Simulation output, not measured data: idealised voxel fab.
The document below concerns the process module designated voxel transistor to metal.
Section shown: cut. Width: 190 nm. Cell size: 5 nm, square.
Cross-section layout: square cells on a grid; listed as bands, top to bottom; a band spans one or more cell rows.
Heads up on the band format: heights come first, top then bottom, in nm. After that it's the materials left to right, each with its width in nm. A single material flagged "all across" fills the whole band edge to edge, and "empty" means there's empty space there.
Ref level 0: as-received wafer is one material below here. Bottom band extends down with no lower bound ("0 down").
Width spec "30 to 40" -> top row of cells at first value, bottom row at second value, equal per-row change in between.
"nothing got changed" after a step means that no cell of the cross-section changed.
You'll see "Closed void entries" listing empty spaces that have no way open to the top, as long as they're 8 cells or more; the notation is width x height at distance, where the distance is from the left edge, and all of it is in nm.
Post-settings text on a step line: simulator's own remark regarding the step.
If you see "overlay nm" on a step's line and that step has a mask, it's telling you how far right of where it was planned the mask ended up; a negative number means it went left instead.

[Set out below are the planned steps of the process]
1 RECEIVE | material Si
2 CONFORMAL_DEP | material SiO2 | thk nm 5
3 CONFORMAL_DEP | material SiN | thk nm 15
4 MASKED_ETCH | tone cover | mask id ACTIVE | width nm 115 | etch materials SiN | depth nm 15 | overlay nm 0
5 MASKED_ETCH | tone cover | mask id ACTIVE | width nm 115 | etch materials SiO2 | depth nm 5 | overlay nm 0
6 MASKED_ETCH | tone cover | mask id ACTIVE | width nm 115 | etch materials Si | depth nm 20 | overlay nm 0
7 FILL_DEP | material SiO2 | thk nm 5
8 CMP | height nm 20
9 SELECTIVE_ETCH | etch materials SiO2 | depth nm 10
10 STRIP | etch materials SiN
11 SELECTIVE_ETCH | etch materials SiO2 | depth nm 5
12 OXIDIZE | depth nm 5
13 DIRECTIONAL_DEP | material polySi | thk nm 30
14 DIRECTIONAL_DEP | material SiCN | thk nm 15
15 DIRECTIONAL_DEP | material aC | thk nm 10
16 PATTERN | tone cover | mask id GATE | material resist | width nm 25 | thk nm 25 | overlay nm 0
17 DIRECTIONAL_ETCH | etch materials aC | depth nm 10
18 STRIP | etch materials resist
19 DIRECTIONAL_ETCH | etch materials SiCN | depth nm 25
20 DIRECTIONAL_ETCH | etch materials polySi | depth nm 40
21 STRIP | etch materials aC
22 CONFORMAL_DEP | material SiN | thk nm 5
23 DIRECTIONAL_ETCH | etch materials SiN | depth nm 5
24 DIRECTIONAL_ETCH | etch materials SiO2 | depth nm 5
25 DIRECTIONAL_ETCH | etch materials Si | depth nm 5
26 EPI | material nSi | thk nm 5
27 FILL_DEP | material SiO2 | thk nm 5
28 CMP | height nm 30
29 STRIP | etch materials polySi
30 SELECTIVE_ETCH | etch materials SiO2 | depth nm 5
31 CONFORMAL_DEP | material HfO2 | thk nm 5
32 CONFORMAL_DEP | material TiN | thk nm 5
33 FILL_DEP | material W | thk nm 5
34 CMP | height nm 25
35 DIRECTIONAL_DEP | material SiO2 | thk nm 10
36 DIRECTIONAL_DEP | material aC | thk nm 15
37 PATTERN | tone open | mask id CONTACT | material resist | width nm 20 | pitch nm 85 | thk nm 35 | overlay nm 0
38 DIRECTIONAL_ETCH | etch materials aC | depth nm 15
39 STRIP | etch materials resist
40 DIRECTIONAL_ETCH | etch materials SiO2 | depth nm 40
41 STRIP | etch materials aC
42 CONFORMAL_DEP | material TiN | thk nm 5
43 FILL_DEP | material W | thk nm 5
44 CMP | height nm 35
45 DIRECTIONAL_DEP | material TiN | thk nm 5
46 DIRECTIONAL_DEP | material Ru | thk nm 25
47 PATTERN | tone cover | mask id METAL_1 | material resist | width nm 20 | pitch nm 85 | thk nm 20 | overlay nm 0
48 DIRECTIONAL_ETCH | etch materials Ru | depth nm 25
49 DIRECTIONAL_ETCH | etch materials TiN | depth nm 5
50 STRIP | etch materials resist
51 FILL_DEP | material lowk | thk nm 5
52 CMP | height nm 65
53 CONFORMAL_DEP | material SiCN | thk nm 5
54 DIRECTIONAL_DEP | material SiO2 | thk nm 30
55 DIRECTIONAL_DEP | material aC | thk nm 15
56 PATTERN | tone open | mask id METAL_2 | material resist | width nm 20 | pitch nm 85 | thk nm 30 | overlay nm 0
57 DIRECTIONAL_ETCH | etch materials aC | depth nm 15
58 STRIP | etch materials resist
59 DIRECTIONAL_ETCH | etch materials SiO2 | depth nm 15
60 STRIP | etch materials aC
61 DIRECTIONAL_DEP | material aC | thk nm 15
62 PATTERN | tone open | mask id METAL_2_HOLES | material resist | width nm 15 | pitch nm 85 | thk nm 35 | overlay nm 0
63 DIRECTIONAL_ETCH | etch materials aC | depth nm 15
64 STRIP | etch materials resist
65 DIRECTIONAL_ETCH | etch materials SiO2 | depth nm 15
66 DIRECTIONAL_ETCH | etch materials SiCN | depth nm 5
67 STRIP | etch materials aC
68 CONFORMAL_DEP | material TiN | thk nm 5
69 FILL_DEP | material Cu | thk nm 5
70 CMP | height nm 100
71 CONFORMAL_DEP | material SiCN | thk nm 5

[Cross-section of the wafer at receipt, which is the condition after step 1]
- 0 down = Si all across
- Closed void entries: none

[First of two wafers, end-of-module section, run followed plan]
- 105 to 100 = SiCN all across
- 100 to 90 = 40 nm SiO2, then 5 nm TiN, then 10 nm Cu, then 5 nm TiN, then 65 nm SiO2, then 5 nm TiN, then 10 nm Cu, then 5 nm TiN, then 45 nm SiO2
- 90 to 85 = 40 nm SiO2, then 5 nm TiN, then 5 nm Cu, then 10 nm TiN, then 65 nm SiO2, then 5 nm TiN, then 5 nm Cu, then 10 nm TiN, then 45 nm SiO2
- 85 to 70 = 40 nm SiO2, then 5 nm TiN, then 5 nm Cu, then 5 nm TiN, then 70 nm SiO2, then 5 nm TiN, then 5 nm Cu, then 5 nm TiN, then 50 nm SiO2
- 70 to 65 = 40 nm SiCN, then 15 nm TiN, then 70 nm SiCN, then 15 nm TiN, then 50 nm SiCN
- 65 to 40 = 40 nm lowk, then 20 nm Ru, then 65 nm lowk, then 20 nm Ru, then 45 nm lowk
- 40 to 35 = 40 nm lowk, then 20 nm TiN, then 65 nm lowk, then 20 nm TiN, then 45 nm lowk
- 35 to 25 = 40 nm SiO2, then 5 nm TiN, then 10 nm W, then 5 nm TiN, then 65 nm SiO2, then 5 nm TiN, then 10 nm W, then 5 nm TiN, then 45 nm SiO2
- 25 to 5 = 40 nm SiO2, then 5 nm TiN, then 10 nm W, then 5 nm TiN, then 15 nm SiO2, then 5 nm SiN, then 5 nm HfO2, then 5 nm TiN, then 5 nm W, then 5 nm TiN, then 5 nm HfO2, then 5 nm SiN, then 15 nm SiO2, then 5 nm TiN, then 10 nm W, then 5 nm TiN, then 45 nm SiO2
- 5 to 0 = 30 nm SiO2, then 5 nm SiN, then 5 nm SiO2, then 5 nm TiN, then 10 nm W, then 5 nm TiN, then 15 nm SiO2, then 5 nm SiN, then 5 nm HfO2, then 15 nm TiN, then 5 nm HfO2, then 5 nm SiN, then 15 nm SiO2, then 5 nm TiN, then 10 nm W, then 5 nm TiN, then 5 nm SiO2, then 5 nm SiN, then 35 nm SiO2
- 0 to -5 = 40 nm SiO2, then 20 nm TiN, then 10 nm SiO2, then 5 nm nSi, then 35 nm HfO2, then 5 nm nSi, then 10 nm SiO2, then 20 nm TiN, then 45 nm SiO2
- -5 to -10 = 35 nm SiO2, then 40 nm nSi, then 35 nm Si, then 40 nm nSi, then 40 nm SiO2
- -10 to -20 = 35 nm SiO2, then 115 nm Si, then 40 nm SiO2
- -20 down = Si all across
- Closed void entries: none

[Wafer two (of two), end-of-module cross-section: start = wafer one, plan = wafer one, one run mistake]
- 105 to 100 = SiCN all across
- 100 to 90 = 40 nm SiO2, then 5 nm TiN, then 10 nm Cu, then 5 nm TiN, then 65 nm SiO2, then 5 nm TiN, then 10 nm Cu, then 5 nm TiN, then 45 nm SiO2
- 90 to 85 = 40 nm SiO2, then 5 nm TiN, then 5 nm Cu, then 10 nm TiN, then 65 nm SiO2, then 5 nm TiN, then 5 nm Cu, then 10 nm TiN, then 45 nm SiO2
- 85 to 70 = 40 nm SiO2, then 5 nm TiN, then 5 nm Cu, then 5 nm TiN, then 70 nm SiO2, then 5 nm TiN, then 5 nm Cu, then 5 nm TiN, then 50 nm SiO2
- 70 to 65 = 40 nm SiCN, then 15 nm TiN, then 70 nm SiCN, then 15 nm TiN, then 50 nm SiCN
- 65 to 40 = 30 nm lowk, then 20 nm Ru, then 65 nm lowk, then 20 nm Ru, then 55 nm lowk
- 40 to 35 = 30 nm lowk, then 20 nm TiN, then 65 nm lowk, then 20 nm TiN, then 55 nm lowk
- 35 to 25 = 40 nm SiO2, then 5 nm TiN, then 10 nm W, then 5 nm TiN, then 65 nm SiO2, then 5 nm TiN, then 10 nm W, then 5 nm TiN, then 45 nm SiO2
- 25 to 5 = 40 nm SiO2, then 5 nm TiN, then 10 nm W, then 5 nm TiN, then 15 nm SiO2, then 5 nm SiN, then 5 nm HfO2, then 5 nm TiN, then 5 nm W, then 5 nm TiN, then 5 nm HfO2, then 5 nm SiN, then 15 nm SiO2, then 5 nm TiN, then 10 nm W, then 5 nm TiN, then 45 nm SiO2
- 5 to 0 = 30 nm SiO2, then 5 nm SiN, then 5 nm SiO2, then 5 nm TiN, then 10 nm W, then 5 nm TiN, then 15 nm SiO2, then 5 nm SiN, then 5 nm HfO2, then 15 nm TiN, then 5 nm HfO2, then 5 nm SiN, then 15 nm SiO2, then 5 nm TiN, then 10 nm W, then 5 nm TiN, then 5 nm SiO2, then 5 nm SiN, then 35 nm SiO2
- 0 to -5 = 40 nm SiO2, then 20 nm TiN, then 10 nm SiO2, then 5 nm nSi, then 35 nm HfO2, then 5 nm nSi, then 10 nm SiO2, then 20 nm TiN, then 45 nm SiO2
- -5 to -10 = 35 nm SiO2, then 40 nm nSi, then 35 nm Si, then 40 nm nSi, then 40 nm SiO2
- -10 to -20 = 35 nm SiO2, then 115 nm Si, then 40 nm SiO2
- -20 down = Si all across
- Closed void entries: none
Misprocessing identified: step 47 ran as: PATTERN | tone cover | mask id METAL_1 | material resist | width nm 20 | pitch nm 85 | thk nm 20 | overlay nm -10
Upon completion, the cell count for each material on the second wafer equals that on the first, whereas the spatial distribution of those cells differs.
